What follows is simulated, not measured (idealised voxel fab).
Name of the process module below: voxel gate over fins
We display cut, a cross-section 285 nm in width whose square cells are each 5 nm.
Cross-section = grid of square cells, listed top down in bands; band = one or more rows. Top, bottom (nm), then materials left to right with widths (nm); lone material tagged "everywhere" fills the whole band edge to edge; "air" = empty space. Zero point of the height axis is 0; under it, received wafer = one material. Lowest band: continues down indefinitely, "from 0 down". Width spec "30 to 40" -> top row of cells at first value, bottom row at second value, equal per-row change in between. You'll sometimes find "changes: none" written for a step, and that's the way of saying that nowhere in the cross-section did a cell change during that step. The label "Fully closed voids" introduces a list of the empty spaces, 8 cells or larger, that have no open way up to the top; each entry in it reads width x height at distance, where the distance is taken from the left edge and all three are stated in nm. It should be noted that, on the line of a given step, the content following the step's settings is a remark produced by the simulator itself with respect to that step. The optional step-line setting "overlay nm" applies to steps with a mask and quantifies how far to the right of its planned location the mask lay, a negative value indicating leftward placement. Every pair from here on: before one process step, after it. The after cross-section reaches only to the lowest band that changed. Below the pair: the step in between and its settings. Pairs can belong to different runs of this module on the same starting wafer; a pair carries on from the pair above only if the entry headed "Before step" says so.

**Before step**
    from 5 to 0: air: 80 | TiN: 25 | air: 25 | TiN: 25 | air: 25 | TiN: 25 | air: 80
    from 0 to -5: air: 80 | TiN: 5 | Si: 15 | TiN: 5 | air: 25 | TiN: 5 | Si: 15 | TiN: 5 | air: 25 | TiN: 5 | Si: 15 | TiN: 5 | air: 80
    from -5 to -10: TiN: 85 | Si: 15 | TiN: 35 | Si: 15 | TiN: 35 | Si: 15 | TiN: 85
    from -10 to -15: SiO2: 85 | Si: 15 | SiO2: 35 | Si: 15 | SiO2: 35 | Si: 15 | SiO2: 85
    from -15 to -30: SiO2: 85 | Si: 15 | SiO2: 10 | TiN: 5 | W: 5 | TiN: 5 | SiO2: 10 | Si: 15 | SiO2: 35 | Si: 15 | SiO2: 85
    from -30 to -35: SiO2: 85 | Si: 15 | SiO2: 10 | TiN: 15 | SiO2: 10 | Si: 15 | SiO2: 35 | Si: 15 | SiO2: 85
    from -35 to -40: SiO2: 85 | Si: 15 | SiO2: 35 | Si: 15 | SiO2: 35 | Si: 15 | SiO2: 85
    from -40 down: Si everywhere
    Fully closed voids: none

**Post-Step Appearance**
    from 10 to 5: air: 75 | HfO2: 35 | air: 15 | HfO2: 35 | air: 15 | HfO2: 35 | air: 75
    from 5 to 0: air: 75 | HfO2: 5 | TiN: 25 | HfO2: 5 | air: 15 | HfO2: 5 | TiN: 25 | HfO2: 5 | air: 15 | HfO2: 5 | TiN: 25 | HfO2: 5 | air: 75
    from 0 to -5: HfO2: 80 | TiN: 5 | Si: 15 | TiN: 5 | HfO2: 25 | TiN: 5 | Si: 15 | TiN: 5 | HfO2: 25 | TiN: 5 | Si: 15 | TiN: 5 | HfO2: 80
    Note: structure below -5 unchanged.
    Fully closed voids: none
Step lying between the two cross-sections just above: CONFORMAL_DEP, material HfO2, thk nm 5

Before step: The initial state for this step is given by the after cross-section of the immediately preceding pair.

**Post-Step Appearance**
    from 15 to 10: air: 70 | TiAl: 45 | air: 5 | TiAl: 45 | air: 5 | TiAl: 45 | air: 70
    from 10 to 5: air: 70 | TiAl: 5 | HfO2: 35 | TiAl: 5 | air: 5 | TiAl: 5 | HfO2: 35 | TiAl: 5 | air: 5 | TiAl: 5 | HfO2: 35 | TiAl: 5 | air: 70
    from 5 to 0: TiAl: 75 | HfO2: 5 | TiN: 25 | HfO2: 5 | TiAl: 15 | HfO2: 5 | TiN: 25 | HfO2: 5 | TiAl: 15 | HfO2: 5 | TiN: 25 | HfO2: 5 | TiAl: 75
    Note: structure below 0 unchanged.
    Fully closed voids: none
Step lying between the two cross-sections just above: CONFORMAL_DEP, material TiAl, thk nm 5

Before step: The initial state for this step is given by the after cross-section of the immediately preceding pair.

**Post-Step Appearance**
    from 20 to 15: air: 65 | TiN: 155 | air: 65
    from 15 to 10: air: 65 | TiN: 5 | TiAl: 45 | TiN: 5 | TiAl: 45 | TiN: 5 | TiAl: 45 | TiN: 5 | air: 65
    from 10 to 5: TiN: 70 | TiAl: 5 | HfO2: 35 | TiAl: 5 | TiN: 5 | TiAl: 5 | HfO2: 35 | TiAl: 5 | TiN: 5 | TiAl: 5 | HfO2: 35 | TiAl: 5 | TiN: 70
    Note: structure below 5 unchanged.
    Fully closed voids: none
Step lying between the two cross-sections just above: CONFORMAL_DEP, material TiN, thk nm 5

Before step: The initial state for this step is given by the after cross-section of the immediately preceding pair.

**Post-Step Appearance**
    from 30 to 20: W everywhere
    from 20 to 15: W: 65 | TiN: 155 | W: 65
    from 15 to 10: W: 65 | TiN: 5 | TiAl: 45 | TiN: 5 | TiAl: 45 | TiN: 5 | TiAl: 45 | TiN: 5 | W: 65
    Note: structure below 10 unchanged.
    Fully closed voids: none
Step lying between the two cross-sections just above: FILL_DEP, material W, thk nm 10

Before step: The initial state for this step is given by the after cross-section of the immediately preceding pair.

**Post-Step Appearance**
    from 25 to 20: W everywhere
    Note: structure below 20 unchanged.
    Fully closed voids: none
Step lying between the two cross-sections just above: CMP, height nm 25

Before step: The initial state for this step is given by the after cross-section of the immediately preceding pair.

**Post-Step Appearance**
    from 35 to 25: SiN everywhere
    Note: structure below 25 unchanged.
    Fully closed voids: none
Step lying between the two cross-sections just above: CONFORMAL_DEP, material SiN, thk nm 10

**Before step**
    from 20 to 5: air: 85 | aC: 15 | air: 35 | aC: 15 | air: 35 | aC: 15 | air: 85
    from 5 to 0: air: 85 | SiN: 15 | air: 35 | SiN: 15 | air: 35 | SiN: 15 | air: 85
    from 0 down: Si everywhere
    Fully closed voids: none

**Post-Step Appearance**
    from 20 to 5: air: 85 | aC: 15 | air: 35 | aC: 15 | air: 35 | aC: 15 | air: 85
    from 5 to 0: air: 85 | SiN: 15 | air: 35 | SiN: 15 | air: 35 | SiN: 15 | air: 85
    from 0 to -45: air: 85 | Si: 15 | air: 35 | Si: 15 | air: 35 | Si: 15 | air: 85
    Note: structure below -45 unchanged.
    Fully closed voids: none
Step lying between the two cross-sections just above: DIRECTIONAL_ETCH, etch materials Si, depth nm 45

Before step: The initial state for this step is given by the after cross-section of the immediately preceding pair.

**Post-Step Appearance**
    from 5 to 0: air: 85 | SiN: 15 | air: 35 | SiN: 15 | air: 35 | SiN: 15 | air: 85
    Note: structure below 0 unchanged.
    Fully closed voids: none
Step lying between the two cross-sections just above: STRIP, etch materials aC

Before step: The initial state for this step is given by the after cross-section of the immediately preceding pair.

**Post-Step Appearance**
    from 15 to 5: SiO2 everywhere
    from 5 to 0: SiO2: 85 | SiN: 15 | SiO2: 35 | SiN: 15 | SiO2: 35 | SiN: 15 | SiO2: 85
    from 0 to -45: SiO2: 85 | Si: 15 | SiO2: 35 | Si: 15 | SiO2: 35 | Si: 15 | SiO2: 85
    Note: structure below -45 unchanged.
    Fully closed voids: none
Step lying between the two cross-sections just above: FILL_DEP, material SiO2, thk nm 10

Before step: The initial state for this step is given by the after cross-section of the immediately preceding pair.

**Post-Step Appearance**
    from 5 to 0: SiO2: 85 | SiN: 15 | SiO2: 35 | SiN: 15 | SiO2: 35 | SiN: 15 | SiO2: 85
    Note: structure below 0 unchanged.
    Fully closed voids: none
Step lying between the two cross-sections just above: CMP, height nm 5

Before step: The initial state for this step is given by the after cross-section of the immediately preceding pair.

**Post-Step Appearance**
    from 20 to 5: aC everywhere
    Note: structure below 5 unchanged.
    Fully closed voids: none
Step lying between the two cross-sections just above: DIRECTIONAL_DEP, material aC, thk nm 15

Before step: The initial state for this step is given by the after cross-section of the immediately preceding pair.

**Post-Step Appearance**
    from 55 to 20: resist: 110 | air: 15 | resist: 160
    Note: structure below 20 unchanged.
    Fully closed voids: none
Step lying between the two cross-sections just above: PATTERN, tone open, mask id RAIL, material resist, width nm 15, thk nm 35, overlay nm 0

Before step: The initial state for this step is given by the after cross-section of the immediately preceding pair.

**Post-Step Appearance**
    from 40 to 20: resist: 110 | air: 15 | resist: 160
    from 20 to 5: aC: 110 | air: 15 | aC: 160
    Note: structure below 5 unchanged.
    Fully closed voids: none
Step lying between the two cross-sections just above: DIRECTIONAL_ETCH, etch materials aC, depth nm 15

Before step: The initial state for this step is given by the after cross-section of the immediately preceding pair.

**Post-Step Appearance**
    from 20 to 5: aC: 110 | air: 15 | aC: 160
    Note: structure below 5 unchanged.
    Fully closed voids: none
Step lying between the two cross-sections just above: STRIP, etch materials resist

Before step: The initial state for this step is given by the after cross-section of the immediately preceding pair.

**Post-Step Appearance**
    from 20 to 5: aC: 110 | air: 15 | aC: 160
    from 5 to 0: SiO2: 85 | SiN: 15 | SiO2: 10 | air: 15 | SiO2: 10 | SiN: 15 | SiO2: 35 | SiN: 15 | SiO2: 85
    from 0 to -35: SiO2: 85 | Si: 15 | SiO2: 10 | air: 15 | SiO2: 10 | Si: 15 | SiO2: 35 | Si: 15 | SiO2: 85
    Note: structure below -35 unchanged.
    Fully closed voids: none
Step lying between the two cross-sections just above: DIRECTIONAL_ETCH, etch materials SiO2, depth nm 40

Before step: The initial state for this step is given by the after cross-section of the immediately preceding pair.

**Post-Step Appearance**
    from 5 to 0: SiO2: 85 | SiN: 15 | SiO2: 10 | air: 15 | SiO2: 10 | SiN: 15 | SiO2: 35 | SiN: 15 | SiO2: 85
    Note: structure below 0 unchanged.
    Fully closed voids: none
Step lying between the two cross-sections just above: STRIP, etch materials aC

Before step: The initial state for this step is given by the after cross-section of the immediately preceding pair.

**Post-Step Appearance**
    from 10 to 5: TiN: 115 | air: 5 | TiN: 165
    from 5 to 0: SiO2: 85 | SiN: 15 | SiO2: 10 | TiN: 5 | air: 5 | TiN: 5 | SiO2: 10 | SiN: 15 | SiO2: 35 | SiN: 15 | SiO2: 85
    from 0 to -30: SiO2: 85 | Si: 15 | SiO2: 10 | TiN: 5 | air: 5 | TiN: 5 | SiO2: 10 | Si: 15 | SiO2: 35 | Si: 15 | SiO2: 85
    from -30 to -35: SiO2: 85 | Si: 15 | SiO2: 10 | TiN: 15 | SiO2: 10 | Si: 15 | SiO2: 35 | Si: 15 | SiO2: 85
    Note: structure below -35 unchanged.
    Fully closed voids: none
Step lying between the two cross-sections just above: CONFORMAL_DEP, material TiN, thk nm 5

Before step: The initial state for this step is given by the after cross-section of the immediately preceding pair.

**Post-Step Appearance**
    from 15 to 10: W everywhere
    from 10 to 5: TiN: 115 | W: 5 | TiN: 165
    from 5 to 0: SiO2: 85 | SiN: 15 | SiO2: 10 | TiN: 5 | W: 5 | TiN: 5 | SiO2: 10 | SiN: 15 | SiO2: 35 | SiN: 15 | SiO2: 85
    from 0 to -30: SiO2: 85 | Si: 15 | SiO2: 10 | TiN: 5 | W: 5 | TiN: 5 | SiO2: 10 | Si: 15 | SiO2: 35 | Si: 15 | SiO2: 85
    Note: structure below -30 unchanged.
    Fully closed voids: none
Step lying between the two cross-sections just above: FILL_DEP, material W, thk nm 5

Before step: The initial state for this step is given by the after cross-section of the immediately preceding pair.

**Post-Step Appearance**
    from 5 to 0: SiO2: 85 | SiN: 15 | SiO2: 10 | TiN: 5 | W: 5 | TiN: 5 | SiO2: 10 | SiN: 15 | SiO2: 35 | SiN: 15 | SiO2: 85
    Note: structure below 0 unchanged.
    Fully closed voids: none
Step lying between the two cross-sections just above: CMP, height nm 5

Before step: The initial state for this step is given by the after cross-section of the immediately preceding pair.

**Post-Step Appearance**
    from 5 to 0: SiO2: 85 | SiN: 15 | SiO2: 10 | air: 15 | SiO2: 10 | SiN: 15 | SiO2: 35 | SiN: 15 | SiO2: 85
    from 0 to -15: SiO2: 85 | Si: 15 | SiO2: 10 | air: 15 | SiO2: 10 | Si: 15 | SiO2: 35 | Si: 15 | SiO2: 85
    Note: structure below -15 unchanged.
    Fully closed voids: none
Step lying between the two cross-sections just above: SELECTIVE_ETCH, etch materials W Ru TiN, depth nm 20

Before step: The initial state for this step is given by the after cross-section of the immediately preceding pair.

**Post-Step Appearance**
    from 10 to 5: SiO2 everywhere
    from 5 to 0: SiO2: 85 | SiN: 15 | SiO2: 35 | SiN: 15 | SiO2: 35 | SiN: 15 | SiO2: 85
    from 0 to -15: SiO2: 85 | Si: 15 | SiO2: 35 | Si: 15 | SiO2: 35 | Si: 15 | SiO2: 85
    Note: structure below -15 unchanged.
    Fully closed voids: none
Step lying between the two cross-sections just above: FILL_DEP, material SiO2, thk nm 5

Before step: The initial state for this step is given by the after cross-section of the immediately preceding pair.

**Post-Step Appearance**
    from 5 to 0: SiO2: 85 | SiN: 15 | SiO2: 35 | SiN: 15 | SiO2: 35 | SiN: 15 | SiO2: 85
    Note: structure below 0 unchanged.
    Fully closed voids: none
Step lying between the two cross-sections just above: CMP, height nm 5

Before step: The initial state for this step is given by the after cross-section of the immediately preceding pair.

**Post-Step Appearance**
    from 5 to 0: air: 85 | SiN: 15 | air: 35 | SiN: 15 | air: 35 | SiN: 15 | air: 85
    from 0 to -10: air: 85 | Si: 15 | air: 35 | Si: 15 | air: 35 | Si: 15 | air: 85
    Note: structure below -10 unchanged.
    Fully closed voids: none
Step lying between the two cross-sections just above: SELECTIVE_ETCH, etch materials SiO2, depth nm 15

Before step: The initial state for this step is given by the after cross-section of the immediately preceding pair.

**Post-Step Appearance**
    from 0 to -10: air: 85 | Si: 15 | air: 35 | Si: 15 | air: 35 | Si: 15 | air: 85
    Note: structure below -10 unchanged.
    Fully closed voids: none
Step lying between the two cross-sections just above: STRIP, etch materials SiN

Before step: The initial state for this step is given by the after cross-section of the immediately preceding pair.

**Post-Step Appearance**
    from 5 to 0: air: 80 | HfO2: 25 | air: 25 | HfO2: 25 | air: 25 | HfO2: 25 | air: 80
    from 0 to -5: air: 80 | HfO2: 5 | Si: 15 | HfO2: 5 | air: 25 | HfO2: 5 | Si: 15 | HfO2: 5 | air: 25 | HfO2: 5 | Si: 15 | HfO2: 5 | air: 80
    from -5 to -10: HfO2: 85 | Si: 15 | HfO2: 35 | Si: 15 | HfO2: 35 | Si: 15 | HfO2: 85
    Note: structure below -10 unchanged.
    Fully closed voids: none
Step lying between the two cross-sections just above: CONFORMAL_DEP, material HfO2, thk nm 5

Before step: The initial state for this step is given by the after cross-section of the immediately preceding pair.

**Post-Step Appearance**
    from 10 to 5: air: 75 | TiN: 35 | air: 15 | TiN: 35 | air: 15 | TiN: 35 | air: 75
    from 5 to 0: air: 75 | TiN: 5 | HfO2: 25 | TiN: 5 | air: 15 | TiN: 5 | HfO2: 25 | TiN: 5 | air: 15 | TiN: 5 | HfO2: 25 | TiN: 5 | air: 75
    from 0 to -5: TiN: 80 | HfO2: 5 | Si: 15 | HfO2: 5 | TiN: 25 | HfO2: 5 | Si: 15 | HfO2: 5 | TiN: 25 | HfO2: 5 | Si: 15 | HfO2: 5 | TiN: 80
    Note: structure below -5 unchanged.
    Fully closed voids: none
Step lying between the two cross-sections just above: CONFORMAL_DEP, material TiN, thk nm 5

Before step: The initial state for this step is given by the after cross-section of the immediately preceding pair.

**Post-Step Appearance**
    from 15 to 10: air: 70 | TiAl: 45 | air: 5 | TiAl: 45 | air: 5 | TiAl: 45 | air: 70
    from 10 to 5: air: 70 | TiAl: 5 | TiN: 35 | TiAl: 5 | air: 5 | TiAl: 5 | TiN: 35 | TiAl: 5 | air: 5 | TiAl: 5 | TiN: 35 | TiAl: 5 | air: 70
    from 5 to 0: TiAl: 75 | TiN: 5 | HfO2: 25 | TiN: 5 | TiAl: 15 | TiN: 5 | HfO2: 25 | TiN: 5 | TiAl: 15 | TiN: 5 | HfO2: 25 | TiN: 5 | TiAl: 75
    Note: structure below 0 unchanged.
    Fully closed voids: none
Step lying between the two cross-sections just above: CONFORMAL_DEP, material TiAl, thk nm 5

Before step: The initial state for this step is given by the after cross-section of the immediately preceding pair.

**Post-Step Appearance**
    from 20 to 15: air: 65 | TiN: 155 | air: 65
    from 15 to 10: air: 65 | TiN: 5 | TiAl: 45 | TiN: 5 | TiAl: 45 | TiN: 5 | TiAl: 45 | TiN: 5 | air: 65
    from 10 to 5: TiN: 70 | TiAl: 5 | TiN: 35 | TiAl: 5 | TiN: 5 | TiAl: 5 | TiN: 35 | TiAl: 5 | TiN: 5 | TiAl: 5 | TiN: 35 | TiAl: 5 | TiN: 70
    Note: structure below 5 unchanged.
    Fully closed voids: none
Step lying between the two cross-sections just above: CONFORMAL_DEP, material TiN, thk nm 5

Before step: The initial state for this step is given by the after cross-section of the immediately preceding pair.

**Post-Step Appearance**
    from 30 to 20: W everywhere
    from 20 to 15: W: 65 | TiN: 155 | W: 65
    from 15 to 10: W: 65 | TiN: 5 | TiAl: 45 | TiN: 5 | TiAl: 45 | TiN: 5 | TiAl: 45 | TiN: 5 | W: 65
    Note: structure below 10 unchanged.
    Fully closed voids: none
Step lying between the two cross-sections just above: FILL_DEP, material W, thk nm 10

Before step: The initial state for this step is given by the after cross-section of the immediately preceding pair.

**Post-Step Appearance**
    from 25 to 20: W everywhere
    Note: structure below 20 unchanged.
    Fully closed voids: none
Step lying between the two cross-sections just above: CMP, height nm 25

Before step: The initial state for this step is given by the after cross-section of the immediately preceding pair.

**Post-Step Appearance**
    from 35 to 25: SiN everywhere
    Note: structure below 25 unchanged.
    Fully closed voids: none
Step lying between the two cross-sections just above: CONFORMAL_DEP, material SiN, thk nm 10

**Before step**
    from 20 to 5: aC everywhere
    from 5 to 0: SiO2: 85 | SiN: 15 | SiO2: 35 | SiN: 15 | SiO2: 35 | SiN: 15 | SiO2: 85
    from 0 to -40: SiO2: 85 | Si: 15 | SiO2: 35 | Si: 15 | SiO2: 35 | Si: 15 | SiO2: 85
    from -40 down: Si everywhere
    Fully closed voids: none

**Post-Step Appearance**
    from 55 to 20: resist: 110 | air: 20 | resist: 155
    Note: structure below 20 unchanged.
    Fully closed voids: none
Step lying between the two cross-sections just above: PATTERN, tone open, mask id RAIL, material resist, width nm 20, thk nm 35, overlay nm 0

Before step: The initial state for this step is given by the after cross-section of the immediately preceding pair.

**Post-Step Appearance**
    from 40 to 20: resist: 110 | air: 20 | resist: 155
    from 20 to 5: aC: 110 | air: 20 | aC: 155
    Note: structure below 5 unchanged.
    Fully closed voids: none
Step lying between the two cross-sections just above: DIRECTIONAL_ETCH, etch materials aC, depth nm 15

Before step: The initial state for this step is given by the after cross-section of the immediately preceding pair.

**Post-Step Appearance**
    from 20 to 5: aC: 110 | air: 20 | aC: 155
    Note: structure below 5 unchanged.
    Fully closed voids: none
Step lying between the two cross-sections just above: STRIP, etch materials resist

Before step: The initial state for this step is given by the after cross-section of the immediately preceding pair.

**Post-Step Appearance**
    from 20 to 5: aC: 110 | air: 20 | aC: 155
    from 5 to 0: SiO2: 85 | SiN: 15 | SiO2: 10 | air: 20 | SiO2: 5 | SiN: 15 | SiO2: 35 | SiN: 15 | SiO2: 85
    from 0 to -35: SiO2: 85 | Si: 15 | SiO2: 10 | air: 20 | SiO2: 5 | Si: 15 | SiO2: 35 | Si: 15 | SiO2: 85
    Note: structure below -35 unchanged.
    Fully closed voids: none
Step lying between the two cross-sections just above: DIRECTIONAL_ETCH, etch materials SiO2, depth nm 40

Before step: The initial state for this step is given by the after cross-section of the immediately preceding pair.

**Post-Step Appearance**
    from 5 to 0: SiO2: 85 | SiN: 15 | SiO2: 10 | air: 20 | SiO2: 5 | SiN: 15 | SiO2: 35 | SiN: 15 | SiO2: 85
    Note: structure below 0 unchanged.
    Fully closed voids: none
Step lying between the two cross-sections just above: STRIP, etch materials aC

Before step: The initial state for this step is given by the after cross-section of the immediately preceding pair.

**Post-Step Appearance**
    from 10 to 5: TiN: 115 | air: 10 | TiN: 160
    from 5 to 0: SiO2: 85 | SiN: 15 | SiO2: 10 | TiN: 5 | air: 10 | TiN: 5 | SiO2: 5 | SiN: 15 | SiO2: 35 | SiN: 15 | SiO2: 85
    from 0 to -30: SiO2: 85 | Si: 15 | SiO2: 10 | TiN: 5 | air: 10 | TiN: 5 | SiO2: 5 | Si: 15 | SiO2: 35 | Si: 15 | SiO2: 85
    from -30 to -35: SiO2: 85 | Si: 15 | SiO2: 10 | TiN: 20 | SiO2: 5 | Si: 15 | SiO2: 35 | Si: 15 | SiO2: 85
    Note: structure below -35 unchanged.
    Fully closed voids: none
Step lying between the two cross-sections just above: CONFORMAL_DEP, material TiN, thk nm 5

Before step: The initial state for this step is given by the after cross-section of the immediately preceding pair.

**Post-Step Appearance**
    from 15 to 10: W everywhere
    from 10 to 5: TiN: 115 | W: 10 | TiN: 160
    from 5 to 0: SiO2: 85 | SiN: 15 | SiO2: 10 | TiN: 5 | W: 10 | TiN: 5 | SiO2: 5 | SiN: 15 | SiO2: 35 | SiN: 15 | SiO2: 85
    from 0 to -30: SiO2: 85 | Si: 15 | SiO2: 10 | TiN: 5 | W: 10 | TiN: 5 | SiO2: 5 | Si: 15 | SiO2: 35 | Si: 15 | SiO2: 85
    Note: structure below -30 unchanged.
    Fully closed voids: none
Step lying between the two cross-sections just above: FILL_DEP, material W, thk nm 5

Before step: The initial state for this step is given by the after cross-section of the immediately preceding pair.

**Post-Step Appearance**
    from 5 to 0: SiO2: 85 | SiN: 15 | SiO2: 10 | TiN: 5 | W: 10 | TiN: 5 | SiO2: 5 | SiN: 15 | SiO2: 35 | SiN: 15 | SiO2: 85
    Note: structure below 0 unchanged.
    Fully closed voids: none
Step lying between the two cross-sections just above: CMP, height nm 5

Before step: The initial state for this step is given by the after cross-section of the immediately preceding pair.

**Post-Step Appearance**
    from 5 to 0: SiO2: 85 | SiN: 15 | SiO2: 10 | air: 20 | SiO2: 5 | SiN: 15 | SiO2: 35 | SiN: 15 | SiO2: 85
    from 0 to -15: SiO2: 85 | Si: 15 | SiO2: 10 | air: 20 | SiO2: 5 | Si: 15 | SiO2: 35 | Si: 15 | SiO2: 85
    Note: structure below -15 unchanged.
    Fully closed voids: none
Step lying between the two cross-sections just above: SELECTIVE_ETCH, etch materials W Ru TiN, depth nm 20

Before step: The initial state for this step is given by the after cross-section of the immediately preceding pair.

**Post-Step Appearance**
    from 10 to 5: SiO2 everywhere
    from 5 to 0: SiO2: 85 | SiN: 15 | SiO2: 35 | SiN: 15 | SiO2: 35 | SiN: 15 | SiO2: 85
    from 0 to -15: SiO2: 85 | Si: 15 | SiO2: 35 | Si: 15 | SiO2: 35 | Si: 15 | SiO2: 85
    Note: structure below -15 unchanged.
    Fully closed voids: none
Step lying between the two cross-sections just above: FILL_DEP, material SiO2, thk nm 5

Before step: The initial state for this step is given by the after cross-section of the immediately preceding pair.

**Post-Step Appearance**
    from 5 to 0: SiO2: 85 | SiN: 15 | SiO2: 35 | SiN: 15 | SiO2: 35 | SiN: 15 | SiO2: 85
    Note: structure below 0 unchanged.
    Fully closed voids: none
Step lying between the two cross-sections just above: CMP, height nm 5

Before step: The initial state for this step is given by the after cross-section of the immediately preceding pair.

**Post-Step Appearance**
    from 5 to 0: air: 85 | SiN: 15 | air: 35 | SiN: 15 | air: 35 | SiN: 15 | air: 85
    from 0 to -10: air: 85 | Si: 15 | air: 35 | Si: 15 | air: 35 | Si: 15 | air: 85
    Note: structure below -10 unchanged.
    Fully closed voids: none
Step lying between the two cross-sections just above: SELECTIVE_ETCH, etch materials SiO2, depth nm 15

Before step: The initial state for this step is given by the after cross-section of the immediately preceding pair.

**Post-Step Appearance**
    from 0 to -10: air: 85 | Si: 15 | air: 35 | Si: 15 | air: 35 | Si: 15 | air: 85
    Note: structure below -10 unchanged.
    Fully closed voids: none
Step lying between the two cross-sections just above: STRIP, etch materials SiN

Before step: The initial state for this step is given by the after cross-section of the immediately preceding pair.

**Post-Step Appearance**
    from 5 to 0: air: 80 | HfO2: 25 | air: 25 | HfO2: 25 | air: 25 | HfO2: 25 | air: 80
    from 0 to -5: air: 80 | HfO2: 5 | Si: 15 | HfO2: 5 | air: 25 | HfO2: 5 | Si: 15 | HfO2: 5 | air: 25 | HfO2: 5 | Si: 15 | HfO2: 5 | air: 80
    from -5 to -10: HfO2: 85 | Si: 15 | HfO2: 35 | Si: 15 | HfO2: 35 | Si: 15 | HfO2: 85
    Note: structure below -10 unchanged.
    Fully closed voids: none
Step lying between the two cross-sections just above: CONFORMAL_DEP, material HfO2, thk nm 5

Before step: The initial state for this step is given by the after cross-section of the immediately preceding pair.

**Post-Step Appearance**
    from 10 to 5: air: 75 | TiN: 35 | air: 15 | TiN: 35 | air: 15 | TiN: 35 | air: 75
    from 5 to 0: air: 75 | TiN: 5 | HfO2: 25 | TiN: 5 | air: 15 | TiN: 5 | HfO2: 25 | TiN: 5 | air: 15 | TiN: 5 | HfO2: 25 | TiN: 5 | air: 75
    from 0 to -5: TiN: 80 | HfO2: 5 | Si: 15 | HfO2: 5 | TiN: 25 | HfO2: 5 | Si: 15 | HfO2: 5 | TiN: 25 | HfO2: 5 | Si: 15 | HfO2: 5 | TiN: 80
    Note: structure below -5 unchanged.
    Fully closed voids: none
Step lying between the two cross-sections just above: CONFORMAL_DEP, material TiN, thk nm 5

Before step: The initial state for this step is given by the after cross-section of the immediately preceding pair.

**Post-Step Appearance**
    from 15 to 10: air: 70 | TiAl: 45 | air: 5 | TiAl: 45 | air: 5 | TiAl: 45 | air: 70
    from 10 to 5: air: 70 | TiAl: 5 | TiN: 35 | TiAl: 5 | air: 5 | TiAl: 5 | TiN: 35 | TiAl: 5 | air: 5 | TiAl: 5 | TiN: 35 | TiAl: 5 | air: 70
    from 5 to 0: TiAl: 75 | TiN: 5 | HfO2: 25 | TiN: 5 | TiAl: 15 | TiN: 5 | HfO2: 25 | TiN: 5 | TiAl: 15 | TiN: 5 | HfO2: 25 | TiN: 5 | TiAl: 75
    Note: structure below 0 unchanged.
    Fully closed voids: none
Step lying between the two cross-sections just above: CONFORMAL_DEP, material TiAl, thk nm 5

Before step: The initial state for this step is given by the after cross-section of the immediately preceding pair.

**Post-Step Appearance**
    from 20 to 15: air: 65 | TiN: 155 | air: 65
    from 15 to 10: air: 65 | TiN: 5 | TiAl: 45 | TiN: 5 | TiAl: 45 | TiN: 5 | TiAl: 45 | TiN: 5 | air: 65
    from 10 to 5: TiN: 70 | TiAl: 5 | TiN: 35 | TiAl: 5 | TiN: 5 | TiAl: 5 | TiN: 35 | TiAl: 5 | TiN: 5 | TiAl: 5 | TiN: 35 | TiAl: 5 | TiN: 70
    Note: structure below 5 unchanged.
    Fully closed voids: none
Step lying between the two cross-sections just above: CONFORMAL_DEP, material TiN, thk nm 5

Before step: The initial state for this step is given by the after cross-section of the immediately preceding pair.

**Post-Step Appearance**
    from 30 to 20: W everywhere
    from 20 to 15: W: 65 | TiN: 155 | W: 65
    from 15 to 10: W: 65 | TiN: 5 | TiAl: 45 | TiN: 5 | TiAl: 45 | TiN: 5 | TiAl: 45 | TiN: 5 | W: 65
    Note: structure below 10 unchanged.
    Fully closed voids: none
Step lying between the two cross-sections just above: FILL_DEP, material W, thk nm 10

Before step: The initial state for this step is given by the after cross-section of the immediately preceding pair.

**Post-Step Appearance**
    from 25 to 20: W everywhere
    Note: structure below 20 unchanged.
    Fully closed voids: none
Step lying between the two cross-sections just above: CMP, height nm 25

Before step: The initial state for this step is given by the after cross-section of the immediately preceding pair.

**Post-Step Appearance**
    from 35 to 25: SiN everywhere
    Note: structure below 25 unchanged.
    Fully closed voids: none
Step lying between the two cross-sections just above: CONFORMAL_DEP, material SiN, thk nm 10

**Before step**
    from 20 to 5: aC everywhere
    from 5 to 0: SiO2: 85 | SiN: 15 | SiO2: 35 | SiN: 15 | SiO2: 35 | SiN: 15 | SiO2: 85
    from 0 to -40: SiO2: 85 | Si: 15 | SiO2: 35 | Si: 15 | SiO2: 35 | Si: 15 | SiO2: 85
    from -40 down: Si everywhere
    Fully closed voids: none

**Post-Step Appearance**
    from 55 to 20: resist: 100 | air: 15 | resist: 170
    Note: structure below 20 unchanged.
    Fully closed voids: none
Step lying between the two cross-sections just above: PATTERN, tone open, mask id RAIL, material resist, width nm 15, thk nm 35, overlay nm -10

Before step: The initial state for this step is given by the after cross-section of the immediately preceding pair.

**Post-Step Appearance**
    from 40 to 20: resist: 100 | air: 15 | resist: 170
    from 20 to 5: aC: 100 | air: 15 | aC: 170
    Note: structure below 5 unchanged.
    Fully closed voids: none
Step lying between the two cross-sections just above: DIRECTIONAL_ETCH, etch materials aC, depth nm 15

Before step: The initial state for this step is given by the after cross-section of the immediately preceding pair.

**Post-Step Appearance**
    from 20 to 5: aC: 100 | air: 15 | aC: 170
    Note: structure below 5 unchanged.
    Fully closed voids: none
Step lying between the two cross-sections just above: STRIP, etch materials resist

Before step: The initial state for this step is given by the after cross-section of the immediately preceding pair.

**Post-Step Appearance**
    from 20 to 5: aC: 100 | air: 15 | aC: 170
    from 5 to 0: SiO2: 85 | SiN: 15 | air: 15 | SiO2: 20 | SiN: 15 | SiO2: 35 | SiN: 15 | SiO2: 85
    from 0 to -35: SiO2: 85 | Si: 15 | air: 15 | SiO2: 20 | Si: 15 | SiO2: 35 | Si: 15 | SiO2: 85
    Note: structure below -35 unchanged.
    Fully closed voids: none
Step lying between the two cross-sections just above: DIRECTIONAL_ETCH, etch materials SiO2, depth nm 40

Before step: The initial state for this step is given by the after cross-section of the immediately preceding pair.

**Post-Step Appearance**
    from 5 to 0: SiO2: 85 | SiN: 15 | air: 15 | SiO2: 20 | SiN: 15 | SiO2: 35 | SiN: 15 | SiO2: 85
    Note: structure below 0 unchanged.
    Fully closed voids: none
Step lying between the two cross-sections just above: STRIP, etch materials aC

Before step: The initial state for this step is given by the after cross-section of the immediately preceding pair.

**Post-Step Appearance**
    from 10 to 5: TiN: 105 | air: 5 | TiN: 175
    from 5 to 0: SiO2: 85 | SiN: 15 | TiN: 5 | air: 5 | TiN: 5 | SiO2: 20 | SiN: 15 | SiO2: 35 | SiN: 15 | SiO2: 85
    from 0 to -30: SiO2: 85 | Si: 15 | TiN: 5 | air: 5 | TiN: 5 | SiO2: 20 | Si: 15 | SiO2: 35 | Si: 15 | SiO2: 85
    from -30 to -35: SiO2: 85 | Si: 15 | TiN: 15 | SiO2: 20 | Si: 15 | SiO2: 35 | Si: 15 | SiO2: 85
    Note: structure below -35 unchanged.
    Fully closed voids: none
Step lying between the two cross-sections just above: CONFORMAL_DEP, material TiN, thk nm 5
